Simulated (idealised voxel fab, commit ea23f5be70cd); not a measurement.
The following process module bears the name voxel ribs on slabs.
The figure presents cross-section cut, which has a width of 250 nm and is divided into square cells with an edge length of 5 nm.
Bands, listed from the top down, are how a cross-section gets written in this document; the cross-section itself is a grid of square cells, and a band is one or more rows of them. Heads up on the band format: heights come first, top then bottom, in nm. After that it's the materials left to right, each with its width in nm. A single material flagged "full width" fills the whole band edge to edge, and "blank" means there's empty space there. Heights are expressed relative to 0, this being the level below which the as-received wafer comprises one material exclusively. The lowest band is unbounded in the downward direction and is denoted as in "from 0 down". Note: "30..40" means the width goes from the first number (top row of the band) to the second number (bottom row) in equal steps per row of cells. The designation "everything unchanged", where it is given for a processing step, indicates that no cell of the cross-section was altered in the course of that step. "Sealed-off cavities" means: voids of 8 cells or more that are shut off from the top with no open way through. Written width x height at distance, distance from the left edge, in nm. Post-settings text on a step line: simulator's own remark regarding the step. For masked steps, "overlay nm" on the step line gives how far right of plan the mask actually lay; a minus sign means it lay to the left.

# Steps in the process plan
1. RECEIVE, material Si
2. DIRECTIONAL_DEP, material SiO2, thk nm 30
3. DIRECTIONAL_DEP, material polySi, thk nm 20
4. PATTERN, tone cover, mask id RIB, material resist, width nm 30, thk nm 20, overlay nm 0
5. DIRECTIONAL_ETCH, etch materials polySi, depth nm 5
6. STRIP, etch materials resist
7. MASKED_ETCH, tone cover, mask id SLAB, width nm 90, etch materials polySi, depth nm 15, overlay nm 0
8. FILL_DEP, material SiO2, thk nm 15
9. CMP, height nm 60
10. DIRECTIONAL_DEP, material TiN, thk nm 5
11. DIRECTIONAL_DEP, material aC, thk nm 10
12. PATTERN, tone cover, mask id HEATER, material resist, width nm 40, thk nm 25, overlay nm 0
13. DIRECTIONAL_ETCH, etch materials aC, depth nm 10
14. STRIP, etch materials resist
15. DIRECTIONAL_ETCH, etch materials TiN, depth nm 5
16. STRIP, etch materials aC
17. CONFORMAL_DEP, material SiO2, thk nm 10

# Cross-section of the incoming wafer, state after step 1
from 0 down: Si full width
Sealed-off cavities: none

# Cross-section taken at module completion on the first of two wafers; processed per the plan
from 75 to 70: blank 95 nm; SiO2 60 nm; blank 95 nm
from 70 to 65: SiO2 full width
from 65 to 60: SiO2 105 nm; TiN 40 nm; SiO2 105 nm
from 60 to 50: SiO2 full width
from 50 to 45: SiO2 110 nm; polySi 30 nm; SiO2 110 nm
from 45 to 30: SiO2 80 nm; polySi 90 nm; SiO2 80 nm
from 30 to 0: SiO2 full width
from 0 down: Si full width
Sealed-off cavities: none

# Presented here is a cross-section of the second of the two wafers as it stood at the end of the module. It was started in the same manner and assigned the same plan as the first wafer; however, one mistake was made in its execution
from 75 to 70: SiO2 115 nm; blank 20 nm; SiO2 115 nm
from 70 to 65: SiO2 full width
from 65 to 60: TiN 105 nm; SiO2 40 nm; TiN 105 nm
from 60 to 50: SiO2 full width
from 50 to 45: SiO2 110 nm; polySi 30 nm; SiO2 110 nm
from 45 to 30: SiO2 80 nm; polySi 90 nm; SiO2 80 nm
from 30 to 0: SiO2 full width
from 0 down: Si full width
Sealed-off cavities: none
What was the processing mistake? step 12: run off-plan, actual operation and settings PATTERN, tone open, mask id HEATER, material resist, width nm 40, thk nm 25, overlay nm 0
The second wafer ends with more or fewer cells of some materials than the first, per final count: +34 TiN
